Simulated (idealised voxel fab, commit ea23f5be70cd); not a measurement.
A process module follows: voxel trench capacitor.
It is cross-section cut that appears here, measuring 265 nm in width, its square cells being 5 nm in size.
For the purposes of this document, a cross-section shall be understood as a grid of square cells, specified as bands listed in top-to-bottom order, each band consisting of one or more rows of cells. Band: top height; bottom height; in nm. Then, left to right: material with width in nm, for each material. "full width": a single material spanning edge to edge. "blank": empty space. Heights are expressed relative to 0, this being the level below which the as-received wafer comprises one material exclusively. The lowest band is unbounded in the downward direction and is denoted as in "0..down". The width entry "30->40" should be interpreted row by row: the top row of cells in the band takes the first number, the bottom row takes the second number, and the change between adjacent rows is uniform throughout. "same as before" means the step left every cell of the cross-section as it was. Empty spaces counting at least 8 cells and having no open way to the top are listed in "Closed voids list". The notation width x height at distance is used for each, the distance being from the left edge and all three values in nm. Past the settings on a step's line: simulator remark, on that step. overlay nm: mask right of planned place by this much (step with mask). Neg. = left.
The planned process steps are enumerated hereunder
1) RECEIVE with material Si
2) CONFORMAL_DEP with material SiN, thk nm 5
3) DIRECTIONAL_DEP with material aC, thk nm 10
4) PATTERN with tone open, mask id TRENCH, material resist, width nm 30, pitch nm 60, thk nm 30, overlay nm 0
5) DIRECTIONAL_ETCH with etch materials aC, depth nm 10
6) STRIP with etch materials resist
7) DIRECTIONAL_ETCH with etch materials SiN, depth nm 5
8) DIRECTIONAL_ETCH with etch materials Si, depth nm 40
9) STRIP with etch materials aC
10) CONFORMAL_DEP with material HfO2, thk nm 5
11) CONFORMAL_DEP with material TiN, thk nm 5
12) FILL_DEP with material W, thk nm 5
13) CMP with height nm 5
First out of two wafers; run went to plan
So this is the incoming wafer in cross-section - it's already been through step 1
    0..down: Si full width
    Closed voids list: none
Cross-section of the wafer after step 2
    5..0: SiN full width
    Below 0 it's all the same as before, nothing changed down there.
Cross-section of the wafer after step 3
    15..5: aC full width
    Below 5 it's all the same as before, nothing changed down there.
Cross-section of the wafer after step 4
    45..15: resist 85 nm, blank 30 nm, resist 30 nm, blank 30 nm, resist 90 nm
    Below 15 it's all the same as before, nothing changed down there.
Cross-section of the wafer after step 5
    35..15: resist 85 nm, blank 30 nm, resist 30 nm, blank 30 nm, resist 90 nm
    15..5: aC 85 nm, blank 30 nm, aC 30 nm, blank 30 nm, aC 90 nm
    Below 5 it's all the same as before, nothing changed down there.
Cross-section of the wafer after step 6
    15..5: aC 85 nm, blank 30 nm, aC 30 nm, blank 30 nm, aC 90 nm
    Below 5 it's all the same as before, nothing changed down there.
Cross-section of the wafer after step 7
    15..5: aC 85 nm, blank 30 nm, aC 30 nm, blank 30 nm, aC 90 nm
    5..0: SiN 85 nm, blank 30 nm, SiN 30 nm, blank 30 nm, SiN 90 nm
    Below 0 it's all the same as before, nothing changed down there.
Cross-section of the wafer after step 8
    15..5: aC 85 nm, blank 30 nm, aC 30 nm, blank 30 nm, aC 90 nm
    5..0: SiN 85 nm, blank 30 nm, SiN 30 nm, blank 30 nm, SiN 90 nm
    0..-40: Si 85 nm, blank 30 nm, Si 30 nm, blank 30 nm, Si 90 nm
    Below -40 it's all the same as before, nothing changed down there.
Cross-section of the wafer after step 9
    5..0: SiN 85 nm, blank 30 nm, SiN 30 nm, blank 30 nm, SiN 90 nm
    Below 0 it's all the same as before, nothing changed down there.
Cross-section of the wafer after step 10
    10..5: HfO2 90 nm, blank 20 nm, HfO2 40 nm, blank 20 nm, HfO2 95 nm
    5..0: SiN 85 nm, HfO2 5 nm, blank 20 nm, HfO2 5 nm, SiN 30 nm, HfO2 5 nm, blank 20 nm, HfO2 5 nm, SiN 90 nm
    0..-35: Si 85 nm, HfO2 5 nm, blank 20 nm, HfO2 5 nm, Si 30 nm, HfO2 5 nm, blank 20 nm, HfO2 5 nm, Si 90 nm
    -35..-40: Si 85 nm, HfO2 30 nm, Si 30 nm, HfO2 30 nm, Si 90 nm
    Below -40 it's all the same as before, nothing changed down there.
Cross-section of the wafer after step 11
    15..10: TiN 95 nm, blank 10 nm, TiN 50 nm, blank 10 nm, TiN 100 nm
    10..5: HfO2 90 nm, TiN 5 nm, blank 10 nm, TiN 5 nm, HfO2 40 nm, TiN 5 nm, blank 10 nm, TiN 5 nm, HfO2 95 nm
    5..0: SiN 85 nm, HfO2 5 nm, TiN 5 nm, blank 10 nm, TiN 5 nm, HfO2 5 nm, SiN 30 nm, HfO2 5 nm, TiN 5 nm, blank 10 nm, TiN 5 nm, HfO2 5 nm, SiN 90 nm
    0..-30: Si 85 nm, HfO2 5 nm, TiN 5 nm, blank 10 nm, TiN 5 nm, HfO2 5 nm, Si 30 nm, HfO2 5 nm, TiN 5 nm, blank 10 nm, TiN 5 nm, HfO2 5 nm, Si 90 nm
    -30..-35: Si 85 nm, HfO2 5 nm, TiN 20 nm, HfO2 5 nm, Si 30 nm, HfO2 5 nm, TiN 20 nm, HfO2 5 nm, Si 90 nm
    Below -35 it's all the same as before, nothing changed down there.
Cross-section of the wafer after step 12
    20..15: W full width
    15..10: TiN 95 nm, W 10 nm, TiN 50 nm, W 10 nm, TiN 100 nm
    10..5: HfO2 90 nm, TiN 5 nm, W 10 nm, TiN 5 nm, HfO2 40 nm, TiN 5 nm, W 10 nm, TiN 5 nm, HfO2 95 nm
    5..0: SiN 85 nm, HfO2 5 nm, TiN 5 nm, W 10 nm, TiN 5 nm, HfO2 5 nm, SiN 30 nm, HfO2 5 nm, TiN 5 nm, W 10 nm, TiN 5 nm, HfO2 5 nm, SiN 90 nm
    0..-30: Si 85 nm, HfO2 5 nm, TiN 5 nm, W 10 nm, TiN 5 nm, HfO2 5 nm, Si 30 nm, HfO2 5 nm, TiN 5 nm, W 10 nm, TiN 5 nm, HfO2 5 nm, Si 90 nm
    Below -30 it's all the same as before, nothing changed down there.
Cross-section of the wafer after step 13
    5..0: SiN 85 nm, HfO2 5 nm, TiN 5 nm, W 10 nm, TiN 5 nm, HfO2 5 nm, SiN 30 nm, HfO2 5 nm, TiN 5 nm, W 10 nm, TiN 5 nm, HfO2 5 nm, SiN 90 nm
    Below 0 it's all the same as before, nothing changed down there.
Wafer two: like wafer one in start and plan, but with one mistake in execution; identical up to and including step 3
The second wafer cut through, at the time step 4 was supposed to be finished
    45..15: resist 85 nm, blank 35 nm, resist 25 nm, blank 35 nm, resist 85 nm
    Below 15 it's all the same as before, nothing changed down there.
The second wafer cut through, at the time step 5 was supposed to be finished
    35..15: resist 85 nm, blank 35 nm, resist 25 nm, blank 35 nm, resist 85 nm
    15..5: aC 85 nm, blank 35 nm, aC 25 nm, blank 35 nm, aC 85 nm
    Below 5 it's all the same as before, nothing changed down there.
The second wafer cut through, at the time step 6 was supposed to be finished
    15..5: aC 85 nm, blank 35 nm, aC 25 nm, blank 35 nm, aC 85 nm
    Below 5 it's all the same as before, nothing changed down there.
The second wafer cut through, at the time step 7 was supposed to be finished
    15..5: aC 85 nm, blank 35 nm, aC 25 nm, blank 35 nm, aC 85 nm
    5..0: SiN 85 nm, blank 35 nm, SiN 25 nm, blank 35 nm, SiN 85 nm
    Below 0 it's all the same as before, nothing changed down there.
The second wafer cut through, at the time step 8 was supposed to be finished
    15..5: aC 85 nm, blank 35 nm, aC 25 nm, blank 35 nm, aC 85 nm
    5..0: SiN 85 nm, blank 35 nm, SiN 25 nm, blank 35 nm, SiN 85 nm
    0..-40: Si 85 nm, blank 35 nm, Si 25 nm, blank 35 nm, Si 85 nm
    Below -40 it's all the same as before, nothing changed down there.
The second wafer cut through, at the time step 9 was supposed to be finished
    5..0: SiN 85 nm, blank 35 nm, SiN 25 nm, blank 35 nm, SiN 85 nm
    Below 0 it's all the same as before, nothing changed down there.
The second wafer cut through, at the time step 10 was supposed to be finished
    10..5: HfO2 90 nm, blank 25 nm, HfO2 35 nm, blank 25 nm, HfO2 90 nm
    5..0: SiN 85 nm, HfO2 5 nm, blank 25 nm, HfO2 5 nm, SiN 25 nm, HfO2 5 nm, blank 25 nm, HfO2 5 nm, SiN 85 nm
    0..-35: Si 85 nm, HfO2 5 nm, blank 25 nm, HfO2 5 nm, Si 25 nm, HfO2 5 nm, blank 25 nm, HfO2 5 nm, Si 85 nm
    -35..-40: Si 85 nm, HfO2 35 nm, Si 25 nm, HfO2 35 nm, Si 85 nm
    Below -40 it's all the same as before, nothing changed down there.
The second wafer cut through, at the time step 11 was supposed to be finished
    15..10: TiN 95 nm, blank 15 nm, TiN 45 nm, blank 15 nm, TiN 95 nm
    10..5: HfO2 90 nm, TiN 5 nm, blank 15 nm, TiN 5 nm, HfO2 35 nm, TiN 5 nm, blank 15 nm, TiN 5 nm, HfO2 90 nm
    5..0: SiN 85 nm, HfO2 5 nm, TiN 5 nm, blank 15 nm, TiN 5 nm, HfO2 5 nm, SiN 25 nm, HfO2 5 nm, TiN 5 nm, blank 15 nm, TiN 5 nm, HfO2 5 nm, SiN 85 nm
    0..-30: Si 85 nm, HfO2 5 nm, TiN 5 nm, blank 15 nm, TiN 5 nm, HfO2 5 nm, Si 25 nm, HfO2 5 nm, TiN 5 nm, blank 15 nm, TiN 5 nm, HfO2 5 nm, Si 85 nm
    -30..-35: Si 85 nm, HfO2 5 nm, TiN 25 nm, HfO2 5 nm, Si 25 nm, HfO2 5 nm, TiN 25 nm, HfO2 5 nm, Si 85 nm
    Below -35 it's all the same as before, nothing changed down there.
The second wafer cut through, at the time step 12 was supposed to be finished
    20..15: W full width
    15..10: TiN 95 nm, W 15 nm, TiN 45 nm, W 15 nm, TiN 95 nm
    10..5: HfO2 90 nm, TiN 5 nm, W 15 nm, TiN 5 nm, HfO2 35 nm, TiN 5 nm, W 15 nm, TiN 5 nm, HfO2 90 nm
    5..0: SiN 85 nm, HfO2 5 nm, TiN 5 nm, W 15 nm, TiN 5 nm, HfO2 5 nm, SiN 25 nm, HfO2 5 nm, TiN 5 nm, W 15 nm, TiN 5 nm, HfO2 5 nm, SiN 85 nm
    0..-30: Si 85 nm, HfO2 5 nm, TiN 5 nm, W 15 nm, TiN 5 nm, HfO2 5 nm, Si 25 nm, HfO2 5 nm, TiN 5 nm, W 15 nm, TiN 5 nm, HfO2 5 nm, Si 85 nm
    Below -30 it's all the same as before, nothing changed down there.
The second wafer cut through, at the time step 13 was supposed to be finished
    5..0: SiN 85 nm, HfO2 5 nm, TiN 5 nm, W 15 nm, TiN 5 nm, HfO2 5 nm, SiN 25 nm, HfO2 5 nm, TiN 5 nm, W 15 nm, TiN 5 nm, HfO2 5 nm, SiN 85 nm
    Below 0 it's all the same as before, nothing changed down there.
Deviation noted in wafer processing: so step 4 ended up running with a different setting than we planned, it ran as PATTERN with tone open, mask id TRENCH, material resist, width nm 35, pitch nm 60, thk nm 30, overlay nm 0
In the final state, the cell counts of the second wafer exceed or fall short of those of the first for the following materials: HfO2: 2 more | Si: 16 fewer | SiN: 2 fewer | TiN: 2 more | W: 14 more
